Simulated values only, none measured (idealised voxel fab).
process module | voxel air gaps
cross-section cut | 235 nm wide | cells 5 nm
A cross-section is a grid of square cells, given in bands from the top down. A band is one or more rows of cells.
Each band's line starts with the height of the band's top and of its bottom, in nm. Then come its materials from left to right, each with its width in nm. One material with "throughout" fills the band from edge to edge. "air" is empty space.
Height 0 is the level under which the wafer as received is all one material. The lowest band goes on downwards, as in "0 down".
A width such as "30 to 40" changes by the same amount from each row of cells to the next, from the band's top row to its bottom row.
"no change" after a step means that no cell of the cross-section changed.
closed voids: empty space of 8 cells or more with no open way to the top, each as width x height at its distance from the left edge, in nm
after a step's settings: what the simulator itself notes on the step
overlay nm, on a step with a mask: how far to the right of its planned place the mask lay; to the left if negative
plan
1 op RECEIVE | material Si
2 op CONFORMAL_DEP | material SiO2 | thk nm 15
3 op CONFORMAL_DEP | material SiN | thk nm 5
4 op DIRECTIONAL_DEP | material lowk | thk nm 35
5 op DIRECTIONAL_DEP | material aC | thk nm 15
6 op PATTERN | tone open | mask id LINES | material resist | width nm 25 | pitch nm 50 | thk nm 30 | overlay nm 0
7 op DIRECTIONAL_ETCH | etch materials aC | depth nm 15
8 op STRIP | etch materials resist
9 op DIRECTIONAL_ETCH | etch materials lowk | depth nm 35
10 op STRIP | etch materials aC
11 op CONFORMAL_DEP | material TiN | thk nm 5
12 op FILL_DEP | material Cu | thk nm 10
13 op CMP | height nm 55
14 op EPI | material Ru | thk nm 10
15 op SELECTIVE_ETCH | etch materials lowk | depth nm 45
16 op CONFORMAL_DEP | material SiCN | thk nm 5
first wafer, as planned
as received, after step 1
  0 down: Si throughout
  closed voids: none
after step 2
  15 to 0: SiO2 throughout
  below 0: unchanged
after step 3
  20 to 15: SiN throughout
  below 15: unchanged
after step 4
  55 to 20: lowk throughout
  below 20: unchanged
after step 5
  70 to 55: aC throughout
  below 55: unchanged
after step 6
  100 to 70: resist 55 | air 25 | resist 25 | air 25 | resist 25 | air 25 | resist 55
  below 70: unchanged
after step 7
  85 to 70: resist 55 | air 25 | resist 25 | air 25 | resist 25 | air 25 | resist 55
  70 to 55: aC 55 | air 25 | aC 25 | air 25 | aC 25 | air 25 | aC 55
  below 55: unchanged
after step 8
  70 to 55: aC 55 | air 25 | aC 25 | air 25 | aC 25 | air 25 | aC 55
  below 55: unchanged
after step 9
  70 to 55: aC 55 | air 25 | aC 25 | air 25 | aC 25 | air 25 | aC 55
  55 to 20: lowk 55 | air 25 | lowk 25 | air 25 | lowk 25 | air 25 | lowk 55
  below 20: unchanged
after step 10
  55 to 20: lowk 55 | air 25 | lowk 25 | air 25 | lowk 25 | air 25 | lowk 55
  below 20: unchanged
after step 11
  60 to 55: TiN 60 | air 15 | TiN 35 | air 15 | TiN 35 | air 15 | TiN 60
  55 to 25: lowk 55 | TiN 5 | air 15 | TiN 5 | lowk 25 | TiN 5 | air 15 | TiN 5 | lowk 25 | TiN 5 | air 15 | TiN 5 | lowk 55
  25 to 20: lowk 55 | TiN 25 | lowk 25 | TiN 25 | lowk 25 | TiN 25 | lowk 55
  below 20: unchanged
after step 12
  70 to 60: Cu throughout
  60 to 55: TiN 60 | Cu 15 | TiN 35 | Cu 15 | TiN 35 | Cu 15 | TiN 60
  55 to 25: lowk 55 | TiN 5 | Cu 15 | TiN 5 | lowk 25 | TiN 5 | Cu 15 | TiN 5 | lowk 25 | TiN 5 | Cu 15 | TiN 5 | lowk 55
  below 25: unchanged
after step 13
  55 to 25: lowk 55 | TiN 5 | Cu 15 | TiN 5 | lowk 25 | TiN 5 | Cu 15 | TiN 5 | lowk 25 | TiN 5 | Cu 15 | TiN 5 | lowk 55
  below 25: unchanged
after step 14
  65 to 55: air 45 | Ru 45 | air 5 | Ru 45 | air 5 | Ru 45 | air 45
  below 55: unchanged
after step 15
  65 to 55: air 45 | Ru 45 | air 5 | Ru 45 | air 5 | Ru 45 | air 45
  55 to 25: air 55 | TiN 5 | Cu 15 | TiN 5 | air 25 | TiN 5 | Cu 15 | TiN 5 | air 25 | TiN 5 | Cu 15 | TiN 5 | air 55
  25 to 20: air 55 | TiN 25 | air 25 | TiN 25 | air 25 | TiN 25 | air 55
  below 20: unchanged
after step 16
  70 to 65: air 40 | SiCN 155 | air 40
  65 to 55: air 40 | SiCN 5 | Ru 45 | SiCN 5 | Ru 45 | SiCN 5 | Ru 45 | SiCN 5 | air 40
  55 to 50: air 40 | SiCN 15 | TiN 5 | Cu 15 | TiN 5 | SiCN 25 | TiN 5 | Cu 15 | TiN 5 | SiCN 25 | TiN 5 | Cu 15 | TiN 5 | SiCN 15 | air 40
  50 to 25: air 50 | SiCN 5 | TiN 5 | Cu 15 | TiN 5 | SiCN 5 | air 15 | SiCN 5 | TiN 5 | Cu 15 | TiN 5 | SiCN 5 | air 15 | SiCN 5 | TiN 5 | Cu 15 | TiN 5 | SiCN 5 | air 50
  25 to 20: SiCN 55 | TiN 25 | SiCN 25 | TiN 25 | SiCN 25 | TiN 25 | SiCN 55
  below 20: unchanged
  closed voids: 15 x 25 at 85; 15 x 25 at 135
second wafer: like start, like plan, one mistake. Through step 5 it matches the first wafer
when step 6 should have ended
  100 to 70: resist 60 | air 25 | resist 25 | air 25 | resist 25 | air 25 | resist 50
  below 70: unchanged
when step 7 should have ended
  85 to 70: resist 60 | air 25 | resist 25 | air 25 | resist 25 | air 25 | resist 50
  70 to 55: aC 60 | air 25 | aC 25 | air 25 | aC 25 | air 25 | aC 50
  below 55: unchanged
when step 8 should have ended
  70 to 55: aC 60 | air 25 | aC 25 | air 25 | aC 25 | air 25 | aC 50
  below 55: unchanged
when step 9 should have ended
  70 to 55: aC 60 | air 25 | aC 25 | air 25 | aC 25 | air 25 | aC 50
  55 to 20: lowk 60 | air 25 | lowk 25 | air 25 | lowk 25 | air 25 | lowk 50
  below 20: unchanged
when step 10 should have ended
  55 to 20: lowk 60 | air 25 | lowk 25 | air 25 | lowk 25 | air 25 | lowk 50
  below 20: unchanged
when step 11 should have ended
  60 to 55: TiN 65 | air 15 | TiN 35 | air 15 | TiN 35 | air 15 | TiN 55
  55 to 25: lowk 60 | TiN 5 | air 15 | TiN 5 | lowk 25 | TiN 5 | air 15 | TiN 5 | lowk 25 | TiN 5 | air 15 | TiN 5 | lowk 50
  25 to 20: lowk 60 | TiN 25 | lowk 25 | TiN 25 | lowk 25 | TiN 25 | lowk 50
  below 20: unchanged
when step 12 should have ended
  70 to 60: Cu throughout
  60 to 55: TiN 65 | Cu 15 | TiN 35 | Cu 15 | TiN 35 | Cu 15 | TiN 55
  55 to 25: lowk 60 | TiN 5 | Cu 15 | TiN 5 | lowk 25 | TiN 5 | Cu 15 | TiN 5 | lowk 25 | TiN 5 | Cu 15 | TiN 5 | lowk 50
  below 25: unchanged
when step 13 should have ended
  55 to 25: lowk 60 | TiN 5 | Cu 15 | TiN 5 | lowk 25 | TiN 5 | Cu 15 | TiN 5 | lowk 25 | TiN 5 | Cu 15 | TiN 5 | lowk 50
  below 25: unchanged
when step 14 should have ended
  65 to 55: air 50 | Ru 45 | air 5 | Ru 45 | air 5 | Ru 45 | air 40
  below 55: unchanged
when step 15 should have ended
  65 to 55: air 50 | Ru 45 | air 5 | Ru 45 | air 5 | Ru 45 | air 40
  55 to 25: air 60 | TiN 5 | Cu 15 | TiN 5 | air 25 | TiN 5 | Cu 15 | TiN 5 | air 25 | TiN 5 | Cu 15 | TiN 5 | air 50
  25 to 20: air 60 | TiN 25 | air 25 | TiN 25 | air 25 | TiN 25 | air 50
  below 20: unchanged
when step 16 should have ended
  70 to 65: air 45 | SiCN 155 | air 35
  65 to 55: air 45 | SiCN 5 | Ru 45 | SiCN 5 | Ru 45 | SiCN 5 | Ru 45 | SiCN 5 | air 35
  55 to 50: air 45 | SiCN 15 | TiN 5 | Cu 15 | TiN 5 | SiCN 25 | TiN 5 | Cu 15 | TiN 5 | SiCN 25 | TiN 5 | Cu 15 | TiN 5 | SiCN 15 | air 35
  50 to 25: air 55 | SiCN 5 | TiN 5 | Cu 15 | TiN 5 | SiCN 5 | air 15 | SiCN 5 | TiN 5 | Cu 15 | TiN 5 | SiCN 5 | air 15 | SiCN 5 | TiN 5 | Cu 15 | TiN 5 | SiCN 5 | air 45
  25 to 20: SiCN 60 | TiN 25 | SiCN 25 | TiN 25 | SiCN 25 | TiN 25 | SiCN 50
  below 20: unchanged
  closed voids: 15 x 25 at 90; 15 x 25 at 140
what went wrong: step 6 ran as: op PATTERN | tone open | mask id LINES | material resist | width nm 25 | pitch nm 50 | thk nm 30 | overlay nm 5
at the end the second wafer has, in cells: as many of each material as the first, in other places
